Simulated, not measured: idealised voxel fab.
A process module follows: voxel double patterning.
Section cut is 160 nm wide and gridded with 5 nm square cells.
Format of a cross-section: grid, square cells. Given as bands. Order: top down. Band: one or more rows of cells.
A band entry consists of two parts. The first gives the height of the band's top and the height of its bottom, in nm. The rest lists the band's materials from left to right, each with its width in nm. A single material labelled with the word "throughout" fills the band from edge to edge, and the word "empty" marks empty space.
It should be noted that heights are counted from 0, beneath which the wafer as supplied is of one material throughout, and that the lowest band possesses no lower boundary but continues downward, as written in "top 0, no bottom".
It should be noted that a width expressed as "30..40" varies in equal increments from row to row of cells within the band, taking the value of the first number at the top row and that of the second number at the bottom row.
Key: "no alteration" - step with no changed cell in the cross-section.
Reported under the label "Enclosed void catalog" are the empty spaces having no open way to the top and comprising 8 cells or more; the notation for each is width x height at distance, in which the distance is measured from the left edge and all three values are in nm.
Text after the settings on a step's line: the simulator's own remark on that step.
A step line may carry the setting "overlay nm", which, for steps involving a mask, states the distance by which the mask lay to the right of its intended position; negative values denote displacement to the left.
THE FOLLOWING LIST GIVES THE PLANNED PROCESS STEPS
step 1: RECEIVE: material Si
step 2: CONFORMAL_DEP: material SiO2, thk nm 10
step 3: DIRECTIONAL_DEP: material polySi, thk nm 15
step 4: DIRECTIONAL_DEP: material SiCN, thk nm 10
step 5: MASKED_ETCH: tone open, mask id FIRST, width nm 15, pitch nm 50, etch materials SiCN, depth nm 10, overlay nm 0
step 6: DIRECTIONAL_DEP: material aC, thk nm 10
step 7: PATTERN: tone open, mask id SECOND, material resist, width nm 15, pitch nm 50, thk nm 25, overlay nm 0
step 8: DIRECTIONAL_ETCH: etch materials aC, depth nm 10
step 9: STRIP: etch materials resist
step 10: DIRECTIONAL_ETCH: etch materials SiCN, depth nm 10
step 11: STRIP: etch materials aC
step 12: DIRECTIONAL_ETCH: etch materials polySi, depth nm 15
step 13: STRIP: etch materials SiCN
INCOMING WAFER, CROSS-SECTIONAL VIEW, POST STEP 1
top 0, no bottom | Si throughout
Enclosed void catalog: none
STARTING WAFER: ABOVE. PLAN: ABOVE. RUN: ONE MISTAKE. CROSS-SECTION AFTER THE MODULE: BELOW
top 25, bottom 10 | polySi (15), then empty (15), then polySi (15), then empty (15), then polySi (5), then empty (15), then polySi (15), then empty (15), then polySi (5), then empty (15), then polySi (30)
top 10, bottom 0 | SiO2 throughout
top 0, no bottom | Si throughout
Enclosed void catalog: none
It is concluded that the wafer was processed incorrectly with respect to the plan, in that off-plan run, step 5, actual operation and settings MASKED_ETCH: tone open, mask id FIRST, width nm 15, pitch nm 50, etch materials SiCN, depth nm 10, overlay nm -5
